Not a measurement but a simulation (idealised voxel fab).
The following process module bears the name voxel released beams.
The figure presents cross-section cut, which has a width of 190 nm and is divided into square cells with an edge length of 5 nm.
Notation: cross-section as square-cell grid; stated in bands, top first, going down; one or more cell rows per band.
Within each band entry, the heights of the top and of the bottom of the band appear first, in that order and in nm; the materials of the band then follow from left to right, each with its corresponding width in nm. The designation "edge to edge" on a single material indicates that it fills the band from edge to edge; the designation "empty" indicates empty space.
Below 0: as-received wafer, all one material; heights counted from there. Lowest band: no bottom, goes on down, written "0 nm and below".
So if you see something like "30..40" for the width, read it as the top row of the band sitting at the first number and the bottom row at the second, with every row in between moving by the same amount as the last.
Reading "no change occurred" for a step: not a cell of the cross-section changed in it.
This entry, "Fully sealed cavities", enumerates those empty regions of no fewer than 8 cells that possess no open connection to the top. Each region is reported in the form width x height at distance, the distance being taken from the left edge, with all three quantities expressed in nm.
Whatever follows a step's settings on its line is a remark the simulator itself makes about that step.
A step's line can hold "overlay nm"; with a mask on that step, the setting says how far right of the planned place the mask lay, while a negative setting says it lay to the left.
[Process steps foreseen in the plan]
1 RECEIVE (material Si)
2 CONFORMAL_DEP (material SiN; thk nm 5)
3 DIRECTIONAL_DEP (material SiO2; thk nm 20)
4 PATTERN (tone open; mask id ANCHOR; material resist; width nm 45; thk nm 15; overlay nm 0)
5 DIRECTIONAL_ETCH (etch materials SiO2; depth nm 20)
6 STRIP (etch materials resist)
7 CONFORMAL_DEP (material TiN; thk nm 15)
8 PATTERN (tone cover; mask id BEAM; material resist; width nm 130; thk nm 15; overlay nm 0)
9 DIRECTIONAL_ETCH (etch materials TiN; depth nm 15)
10 STRIP (etch materials resist)
11 STRIP (etch materials SiO2)
[First of two wafers: run as planned]
[Shown in cross-section is the wafer as received, that is, as it stands after step 1]
    0 nm and below: Si edge to edge
    Fully sealed cavities: none
[After step 2: wafer cross-section]
    5 nm to 0 nm: SiN edge to edge
    For the remainder of the cross-section, below 0, there is no change.
[After step 3: wafer cross-section]
    25 nm to 5 nm: SiO2 edge to edge
    For the remainder of the cross-section, below 5, there is no change.
[After step 4: wafer cross-section]
    40 nm to 25 nm: 30 of resist / 45 of empty / 115 of resist
    For the remainder of the cross-section, below 25, there is no change.
[After step 5: wafer cross-section]
    40 nm to 25 nm: 30 of resist / 45 of empty / 115 of resist
    25 nm to 5 nm: 30 of SiO2 / 45 of empty / 115 of SiO2
    For the remainder of the cross-section, below 5, there is no change.
[After step 6: wafer cross-section]
    25 nm to 5 nm: 30 of SiO2 / 45 of empty / 115 of SiO2
    For the remainder of the cross-section, below 5, there is no change.
[After step 7: wafer cross-section]
    40 nm to 25 nm: 45 of TiN / 15 of empty / 130 of TiN
    25 nm to 20 nm: 30 of SiO2 / 15 of TiN / 15 of empty / 15 of TiN / 115 of SiO2
    20 nm to 5 nm: 30 of SiO2 / 45 of TiN / 115 of SiO2
    For the remainder of the cross-section, below 5, there is no change.
[After step 8: wafer cross-section]
    55 nm to 40 nm: 25 of empty / 130 of resist / 35 of empty
    40 nm to 25 nm: 45 of TiN / 15 of resist / 130 of TiN
    25 nm to 20 nm: 30 of SiO2 / 15 of TiN / 15 of resist / 15 of TiN / 115 of SiO2
    For the remainder of the cross-section, below 20, there is no change.
[After step 9: wafer cross-section]
    55 nm to 40 nm: 25 of empty / 130 of resist / 35 of empty
    40 nm to 25 nm: 25 of empty / 20 of TiN / 15 of resist / 95 of TiN / 35 of empty
    For the remainder of the cross-section, below 25, there is no change.
[After step 10: wafer cross-section]
    40 nm to 25 nm: 25 of empty / 20 of TiN / 15 of empty / 95 of TiN / 35 of empty
    25 nm to 20 nm: 30 of SiO2 / 15 of TiN / 15 of empty / 15 of TiN / 115 of SiO2
    For the remainder of the cross-section, below 20, there is no change.
[After step 11: wafer cross-section]
    40 nm to 25 nm: 25 of empty / 20 of TiN / 15 of empty / 95 of TiN / 35 of empty
    25 nm to 20 nm: 30 of empty / 15 of TiN / 15 of empty / 15 of TiN / 115 of empty
    20 nm to 5 nm: 30 of empty / 45 of TiN / 115 of empty
    For the remainder of the cross-section, below 5, there is no change.
[It is to be noted that the second wafer proceeded from the same initial state and according to the same plan as the first, although one mistake was committed in its execution; through step 3, inclusive, the two wafers share an identical history]
[The second wafer in cross-section, at the planned close of step 4]
    40 nm to 25 nm: 20 of resist / 45 of empty / 125 of resist
    For the remainder of the cross-section, below 25, there is no change.
[The second wafer in cross-section, at the planned close of step 5]
    40 nm to 25 nm: 20 of resist / 45 of empty / 125 of resist
    25 nm to 5 nm: 20 of SiO2 / 45 of empty / 125 of SiO2
    For the remainder of the cross-section, below 5, there is no change.
[The second wafer in cross-section, at the planned close of step 6]
    25 nm to 5 nm: 20 of SiO2 / 45 of empty / 125 of SiO2
    For the remainder of the cross-section, below 5, there is no change.
[The second wafer in cross-section, at the planned close of step 7]
    40 nm to 25 nm: 35 of TiN / 15 of empty / 140 of TiN
    25 nm to 20 nm: 20 of SiO2 / 15 of TiN / 15 of empty / 15 of TiN / 125 of SiO2
    20 nm to 5 nm: 20 of SiO2 / 45 of TiN / 125 of SiO2
    For the remainder of the cross-section, below 5, there is no change.
[The second wafer in cross-section, at the planned close of step 8]
    55 nm to 40 nm: 25 of empty / 130 of resist / 35 of empty
    40 nm to 25 nm: 35 of TiN / 15 of resist / 140 of TiN
    25 nm to 20 nm: 20 of SiO2 / 15 of TiN / 15 of resist / 15 of TiN / 125 of SiO2
    For the remainder of the cross-section, below 20, there is no change.
[The second wafer in cross-section, at the planned close of step 9]
    55 nm to 40 nm: 25 of empty / 130 of resist / 35 of empty
    40 nm to 25 nm: 25 of empty / 10 of TiN / 15 of resist / 105 of TiN / 35 of empty
    For the remainder of the cross-section, below 25, there is no change.
[The second wafer in cross-section, at the planned close of step 10]
    40 nm to 25 nm: 25 of empty / 10 of TiN / 15 of empty / 105 of TiN / 35 of empty
    25 nm to 20 nm: 20 of SiO2 / 15 of TiN / 15 of empty / 15 of TiN / 125 of SiO2
    For the remainder of the cross-section, below 20, there is no change.
[The second wafer in cross-section, at the planned close of step 11]
    40 nm to 25 nm: 25 of empty / 10 of TiN / 15 of empty / 105 of TiN / 35 of empty
    25 nm to 20 nm: 20 of empty / 15 of TiN / 15 of empty / 15 of TiN / 125 of empty
    20 nm to 5 nm: 20 of empty / 45 of TiN / 125 of empty
    For the remainder of the cross-section, below 5, there is no change.
Processing error: step 4 did not happen as planned, as run it was PATTERN (tone open; mask id ANCHOR; material resist; width nm 45; thk nm 15; overlay nm -10)
Cell counts per material: same on both final wafers. Positions: different.
